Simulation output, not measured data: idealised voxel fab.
The name of this process module is voxel transistor to metal.
In the cross-section labelled cut, the width is 275 nm and each square cell is 5 nm.
If you're reading a cross-section in this doc, picture square cells in a grid; it comes to you as bands, top ones listed first down to the bottom, and a band can be one or more rows of cells. The band entry comprises the height of the band's top followed by the height of its bottom, expressed in nm, and subsequently the band's materials from left to right, each stated together with its width in nm. Where a single material is marked with the word "throughout", that material fills the band from edge to edge. The word "empty" represents empty space. A quick word on heights: they are counted from 0, and under that level the wafer as it came to us is one material throughout. The lowest band is different from the rest in having no bottom; it simply continues downward, written as in "0 and below". You'd read "30 to 40" like this: the band's top row of cells is as wide as the first number, its bottom row is as wide as the second, and going down, every row changes width by the same amount as the row before did. No cell of the cross-section changed in a step that is given as "stayed the same". Any empty space of 8 cells or more lacking an open way to the top shows up in "Enclosed internal voids" as width x height at distance, distance from the left edge, in nm. The remark found on a step's line after its settings is issued by the simulator itself and pertains to that step. On any step carrying a mask, the "overlay nm" setting, if present on the step's line, tells how far right of its planned place the mask lay; negative values point to the left.
The steps planned for the process are as follows
1) RECEIVE | material Si
2) CONFORMAL_DEP | material SiO2 | thk nm 5
3) CONFORMAL_DEP | material SiN | thk nm 10
4) DIRECTIONAL_DEP | material aC | thk nm 15
5) PATTERN | tone cover | mask id ACTIVE | material resist | width nm 85 | pitch nm 110 | thk nm 35 | overlay nm 0
6) DIRECTIONAL_ETCH | etch materials aC | depth nm 15
7) STRIP | etch materials resist
8) DIRECTIONAL_ETCH | etch materials SiN | depth nm 10
9) DIRECTIONAL_ETCH | etch materials SiO2 | depth nm 5
10) DIRECTIONAL_ETCH | etch materials Si | depth nm 25
11) STRIP | etch materials aC
12) FILL_DEP | material SiO2 | thk nm 5
13) CMP | height nm 15
14) SELECTIVE_ETCH | etch materials SiO2 | depth nm 5
15) STRIP | etch materials SiN
16) SELECTIVE_ETCH | etch materials SiO2 | depth nm 5
17) OXIDIZE | depth nm 5
18) DIRECTIONAL_DEP | material polySi | thk nm 30
19) DIRECTIONAL_DEP | material SiCN | thk nm 10
20) MASKED_ETCH | tone cover | mask id GATE | width nm 15 | pitch nm 110 | etch materials SiCN | depth nm 20 | overlay nm 0
21) MASKED_ETCH | tone cover | mask id GATE | width nm 15 | pitch nm 110 | etch materials polySi | depth nm 40 | overlay nm 0
22) CONFORMAL_DEP | material SiN | thk nm 10
23) DIRECTIONAL_ETCH | etch materials SiN | depth nm 10
24) DIRECTIONAL_ETCH | etch materials SiO2 | depth nm 5
25) DIRECTIONAL_ETCH | etch materials Si | depth nm 15
26) EPI | material nSi | thk nm 20
27) FILL_DEP | material SiO2 | thk nm 10
28) CMP | height nm 40
29) DIRECTIONAL_DEP | material SiO2 | thk nm 15
30) PATTERN | tone open | mask id CONTACT | material resist | width nm 25 | thk nm 20 | overlay nm 0
31) DIRECTIONAL_ETCH | etch materials SiO2 | depth nm 40
32) STRIP | etch materials resist
33) CONFORMAL_DEP | material TiN | thk nm 5
34) FILL_DEP | material W | thk nm 5
35) CMP | height nm 55
36) DIRECTIONAL_DEP | material TiN | thk nm 5
37) DIRECTIONAL_DEP | material Ru | thk nm 25
38) MASKED_ETCH | tone cover | mask id METAL_1 | width nm 15 | etch materials Ru | depth nm 25 | overlay nm 0
39) MASKED_ETCH | tone cover | mask id METAL_1 | width nm 15 | etch materials TiN | depth nm 5 | overlay nm 0
40) CONFORMAL_DEP | material SiCN | thk nm 5
41) FILL_DEP | material SiO2 | thk nm 5
42) CMP | height nm 85
43) CONFORMAL_DEP | material SiCN | thk nm 5
44) DIRECTIONAL_DEP | material SiO2 | thk nm 30
45) DIRECTIONAL_DEP | material aC | thk nm 15
46) PATTERN | tone open | mask id METAL_2 | material resist | width nm 15 | pitch nm 110 | thk nm 30 | overlay nm 0
47) DIRECTIONAL_ETCH | etch materials aC | depth nm 15
48) STRIP | etch materials resist
49) DIRECTIONAL_ETCH | etch materials SiO2 | depth nm 15
50) STRIP | etch materials aC
51) DIRECTIONAL_DEP | material aC | thk nm 15
52) PATTERN | tone open | mask id METAL_2_HOLES | material resist | width nm 15 | pitch nm 110 | thk nm 35 | overlay nm 0
53) DIRECTIONAL_ETCH | etch materials aC | depth nm 15
54) STRIP | etch materials resist
55) DIRECTIONAL_ETCH | etch materials SiO2 | depth nm 15
56) DIRECTIONAL_ETCH | etch materials SiCN | depth nm 5
57) STRIP | etch materials aC
58) CONFORMAL_DEP | material TiN | thk nm 5
59) FILL_DEP | material Ru | thk nm 5
60) CMP | height nm 120
61) CONFORMAL_DEP | material SiCN | thk nm 5
As-received wafer cross-section (after step 1)
> 0 and below: Si throughout
> Enclosed internal voids: none
Post-module cross-section: identical start and plan to those above, one misstep in execution
> 125 down to 120: SiCN throughout
> 120 down to 90: SiO2 45 nm / TiN 5 nm / Ru 5 nm / TiN 5 nm / SiO2 95 nm / TiN 5 nm / Ru 5 nm / TiN 5 nm / SiO2 105 nm
> 90 down to 85: SiCN 45 nm / TiN 15 nm / SiCN 95 nm / TiN 15 nm / SiCN 105 nm
> 85 down to 60: SiO2 40 nm / SiCN 5 nm / Ru 15 nm / SiCN 5 nm / SiO2 35 nm / SiCN 5 nm / Ru 15 nm / SiCN 5 nm / SiO2 25 nm / SiCN 5 nm / Ru 15 nm / SiCN 5 nm / SiO2 35 nm / SiCN 5 nm / Ru 15 nm / SiCN 5 nm / SiO2 40 nm
> 60 down to 55: SiCN 45 nm / TiN 15 nm / SiCN 45 nm / TiN 15 nm / SiCN 35 nm / TiN 15 nm / SiCN 45 nm / TiN 15 nm / SiCN 45 nm
> 55 down to 45: SiO2 45 nm / TiN 5 nm / W 15 nm / TiN 5 nm / SiO2 25 nm / TiN 5 nm / W 15 nm / TiN 5 nm / SiO2 35 nm / TiN 5 nm / W 15 nm / TiN 5 nm / SiO2 25 nm / TiN 5 nm / W 15 nm / TiN 5 nm / SiO2 45 nm
> 45 down to 40: SiO2 45 nm / TiN 5 nm / W 10 nm / TiN 10 nm / SiO2 25 nm / TiN 10 nm / W 10 nm / TiN 5 nm / SiO2 35 nm / TiN 5 nm / W 10 nm / TiN 10 nm / SiO2 25 nm / TiN 10 nm / W 10 nm / TiN 5 nm / SiO2 45 nm
> 40 down to 30: SiO2 45 nm / TiN 5 nm / W 10 nm / TiN 5 nm / SiN 10 nm / SiCN 15 nm / SiN 10 nm / TiN 5 nm / W 10 nm / TiN 5 nm / SiO2 35 nm / TiN 5 nm / W 10 nm / TiN 5 nm / SiN 10 nm / SiCN 15 nm / SiN 10 nm / TiN 5 nm / W 10 nm / TiN 5 nm / SiO2 45 nm
> 30 down to 20: SiO2 45 nm / TiN 5 nm / W 10 nm / TiN 5 nm / SiN 10 nm / polySi 15 nm / SiN 10 nm / TiN 5 nm / W 10 nm / TiN 5 nm / SiO2 35 nm / TiN 5 nm / W 10 nm / TiN 5 nm / SiN 10 nm / polySi 15 nm / SiN 10 nm / TiN 5 nm / W 10 nm / TiN 5 nm / SiO2 45 nm
> 20 down to 15: SiO2 45 nm / TiN 20 nm / SiN 10 nm / polySi 15 nm / SiN 10 nm / TiN 20 nm / SiO2 35 nm / TiN 20 nm / SiN 10 nm / polySi 15 nm / SiN 10 nm / TiN 20 nm / SiO2 45 nm
> 15 down to 5: SiO2 40 nm / nSi 25 nm / SiN 10 nm / polySi 15 nm / SiN 10 nm / nSi 30 nm / SiO2 20 nm / nSi 25 nm / SiN 10 nm / polySi 15 nm / SiN 10 nm / nSi 30 nm / SiO2 35 nm
> 5 down to 0: SiO2 40 nm / SiN 10 nm / nSi 15 nm / SiN 10 nm / polySi 15 nm / SiN 10 nm / nSi 20 nm / SiN 10 nm / SiO2 20 nm / SiN 10 nm / nSi 15 nm / SiN 10 nm / polySi 15 nm / SiN 10 nm / nSi 20 nm / SiN 10 nm / SiO2 35 nm
> 0 down to -5: SiO2 50 nm / nSi 15 nm / SiO2 35 nm / nSi 20 nm / SiO2 40 nm / nSi 15 nm / SiO2 35 nm / nSi 20 nm / SiO2 45 nm
> -5 down to -20: SiO2 45 nm / Si 5 nm / nSi 15 nm / Si 35 nm / nSi 20 nm / Si 5 nm / SiO2 30 nm / Si 5 nm / nSi 15 nm / Si 35 nm / nSi 20 nm / Si 5 nm / SiO2 40 nm
> -20 down to -25: SiO2 45 nm / Si 80 nm / SiO2 30 nm / Si 80 nm / SiO2 40 nm
> -25 and below: Si throughout
> Enclosed internal voids: none
The mistake made against the process plan was this: step 5 deviated from plan and actually ran as PATTERN | tone cover | mask id ACTIVE | material resist | width nm 80 | pitch nm 110 | thk nm 35 | overlay nm 0
